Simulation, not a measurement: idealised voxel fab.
The process module that follows is named voxel self aligned contacts.
We display cut, a cross-section 215 nm in width whose square cells are each 5 nm.
If you're reading a cross-section in this doc, picture square cells in a grid; it comes to you as bands, top ones listed first down to the bottom, and a band can be one or more rows of cells.
Quick guide to a band line: top height, bottom height (nm) up front; then every material left to right with its width in nm. Only one material and it's marked "edge to edge"? Then it fills the band edge to edge. And "empty" just means empty space.
Heights are measured from 0, the level below which the as-received wafer is all one material; the lowest band has no bottom and continues downward, written as in "0 -> down".
Per-row width for "30..40": begins at first number (top row of band), ends at second number (bottom row), increment between rows held constant.
The cross-section has no changed cell in any step marked "remained the same".
Empty spaces without an open route to the top, at least 8 cells in extent, make up the entry "Closed-off voids"; each is given as width x height at distance, where the distance is measured from the left edge, and all are in nm.
Read whatever lies past the settings on a step's line as the simulator's own remark about the step.
overlay nm: for a step with a mask, the amount by which the mask lay right of where it was planned; a negative amount means left of it.
-- The planned process steps are enumerated hereunder
- 1: RECEIVE (material Si)
- 2: CONFORMAL_DEP (material SiO2; thk nm 5)
- 3: DIRECTIONAL_DEP (material polySi; thk nm 20)
- 4: DIRECTIONAL_DEP (material SiN; thk nm 25)
- 5: PATTERN (tone cover; mask id GATE; material resist; width nm 35; pitch nm 75; thk nm 15; overlay nm 0)
- 6: DIRECTIONAL_ETCH (etch materials SiN; depth nm 25)
- 7: DIRECTIONAL_ETCH (etch materials polySi; depth nm 20)
- 8: STRIP (etch materials resist)
- 9: CONFORMAL_DEP (material SiN; thk nm 10)
- 10: DIRECTIONAL_ETCH (etch materials SiN; depth nm 10)
- 11: FILL_DEP (material SiO2; thk nm 20)
- 12: CMP (height nm 60)
- 13: DIRECTIONAL_DEP (material aC; thk nm 10)
- 14: PATTERN (tone open; mask id CONTACT; material resist; width nm 50; pitch nm 75; thk nm 25; overlay nm 0)
- 15: DIRECTIONAL_ETCH (etch materials aC; depth nm 10)
- 16: STRIP (etch materials resist)
- 17: DIRECTIONAL_ETCH (etch materials SiO2; depth nm 60)
- 18: STRIP (etch materials aC)
- 19: CONFORMAL_DEP (material TiN; thk nm 5)
- 20: FILL_DEP (material Ru; thk nm 10)
- 21: CMP (height nm 60)
- 22: CONFORMAL_DEP (material SiCN; thk nm 5)
-- Wafer cross-section on receipt, i.e. after step 1
  0 -> down | Si edge to edge
  Closed-off voids: none
-- Cross-sectional result after module completion. Note: starting condition and plan are unchanged from above; one processing mistake was made
  65 -> 60 | SiCN edge to edge
  60 -> 55 | SiO2: 45, then TiN: 50, then SiO2: 25, then TiN: 50, then SiO2: 45
  55 -> 25 | SiN: 65, then TiN: 10, then SiN: 65, then TiN: 10, then SiN: 65
  25 -> 10 | SiN: 15, then polySi: 35, then SiN: 15, then TiN: 10, then SiN: 15, then polySi: 35, then SiN: 15, then TiN: 10, then SiN: 15, then polySi: 35, then SiN: 15
  10 -> 5 | SiN: 15, then polySi: 35, then SiN: 40, then polySi: 35, then SiN: 40, then polySi: 35, then SiN: 15
  5 -> 0 | SiO2 edge to edge
  0 -> down | Si edge to edge
  Closed-off voids: none
So what did we get wrong on this run? in deviation from the planned setting, step 9 was conducted as CONFORMAL_DEP (material SiN; thk nm 15)
